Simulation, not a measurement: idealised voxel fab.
The following is a process module called voxel gate over fins.
140 nm wide, 5 nm square cells: that's cross-section cut.
We lay out every cross-section as a grid of square cells and spell it out in bands from the top down, where one band means one or more rows of cells.
Quick guide to a band line: top height, bottom height (nm) up front; then every material left to right with its width in nm. Only one material and it's marked "all across"? Then it fills the band edge to edge. And "empty" just means empty space.
The reference from which all heights are counted is 0, the level beneath which the as-received wafer is entirely one material; the lowest band, having no lower bound, proceeds downward and is written after the example "0 down".
Per-row width for "30 to 40": begins at first number (top row of band), ends at second number (bottom row), increment between rows held constant.
No cell of the cross-section changed in a step that is given as "nothing got changed".
Voids not open to the top, 8 cells minimum: see "Sealed void inventory". Written width x height at distance; distance is from the left edge; nm.
That trailing text on a step's line, after the settings, is the simulator's own remark on the step.
The "overlay nm" setting may appear on a step's line; for a step that uses a mask, it gives how far to the right of its planned position the mask lay, and a negative value indicates the left.

## List of planned process steps
1 RECEIVE [material Si]
2 CONFORMAL_DEP [material SiN] [thk nm 5]
3 PATTERN [tone cover] [mask id FINS] [material resist] [width nm 15] [pitch nm 45] [thk nm 15] [overlay nm 0]
4 DIRECTIONAL_ETCH [etch materials SiN] [depth nm 5]
5 DIRECTIONAL_ETCH [etch materials Si] [depth nm 30]
6 STRIP [etch materials resist]
7 OXIDIZE [depth nm 5]
8 FILL_DEP [material SiO2] [thk nm 15]
9 CMP [height nm 5]
10 SELECTIVE_ETCH [etch materials SiO2] [depth nm 20]
11 STRIP [etch materials SiN]
12 CONFORMAL_DEP [material HfO2] [thk nm 5]
13 CONFORMAL_DEP [material TiN] [thk nm 5]
14 CONFORMAL_DEP [material TiAl] [thk nm 5]
15 CONFORMAL_DEP [material TiN] [thk nm 5]
16 FILL_DEP [material W] [thk nm 15]
17 CMP [height nm 30]
18 CONFORMAL_DEP [material SiN] [thk nm 5]

## Wafer as received: cross-section following step 1
> 0 down | Si all across
> Sealed void inventory: none

## Cross-sectional view of the first of the two wafers upon completion of the module, processed in accordance with the plan
> 35 to 30 | SiN all across
> 30 to 20 | W all across
> 20 to 15 | W 25 / TiN 90 / W 25
> 15 to 10 | W 25 / TiN 5 / TiAl 35 / TiN 10 / TiAl 35 / TiN 5 / W 25
> 10 to 5 | W 25 / TiN 5 / TiAl 5 / TiN 25 / TiAl 5 / TiN 10 / TiAl 5 / TiN 25 / TiAl 5 / TiN 5 / W 25
> 5 to 0 | TiN 30 / TiAl 5 / TiN 5 / HfO2 15 / TiN 5 / TiAl 5 / TiN 10 / TiAl 5 / TiN 5 / HfO2 15 / TiN 5 / TiAl 5 / TiN 30
> 0 to -5 | TiAl 35 / TiN 5 / HfO2 5 / Si 5 / HfO2 5 / TiN 5 / TiAl 20 / TiN 5 / HfO2 5 / Si 5 / HfO2 5 / TiN 5 / TiAl 35
> -5 to -10 | TiN 40 / HfO2 5 / Si 5 / HfO2 5 / TiN 30 / HfO2 5 / Si 5 / HfO2 5 / TiN 40
> -10 to -15 | HfO2 45 / Si 5 / HfO2 40 / Si 5 / HfO2 45
> -15 to -35 | SiO2 45 / Si 5 / SiO2 40 / Si 5 / SiO2 45
> -35 down | Si all across
> Sealed void inventory: none

## Cross-section of the latter of the two wafers at module completion. It had an identical start and an identical plan to the former; in running it, one mistake was made
> 25 to 20 | SiN all across
> 20 to 15 | W 25 / TiN 90 / W 25
> 15 to 10 | W 25 / TiN 5 / TiAl 35 / TiN 10 / TiAl 35 / TiN 5 / W 25
> 10 to 5 | W 25 / TiN 5 / TiAl 5 / TiN 25 / TiAl 5 / TiN 10 / TiAl 5 / TiN 25 / TiAl 5 / TiN 5 / W 25
> 5 to 0 | TiN 30 / TiAl 5 / TiN 5 / HfO2 15 / TiN 5 / TiAl 5 / TiN 10 / TiAl 5 / TiN 5 / HfO2 15 / TiN 5 / TiAl 5 / TiN 30
> 0 to -5 | TiAl 35 / TiN 5 / HfO2 5 / Si 5 / HfO2 5 / TiN 5 / TiAl 20 / TiN 5 / HfO2 5 / Si 5 / HfO2 5 / TiN 5 / TiAl 35
> -5 to -10 | TiN 40 / HfO2 5 / Si 5 / HfO2 5 / TiN 30 / HfO2 5 / Si 5 / HfO2 5 / TiN 40
> -10 to -15 | HfO2 45 / Si 5 / HfO2 40 / Si 5 / HfO2 45
> -15 to -35 | SiO2 45 / Si 5 / SiO2 40 / Si 5 / SiO2 45
> -35 down | Si all across
> Sealed void inventory: none
So what did we get wrong on this run? step 17, actual vs plan mismatch, actual run CMP [height nm 20]
Final cells, second wafer relative to first, materials higher or lower: W -56
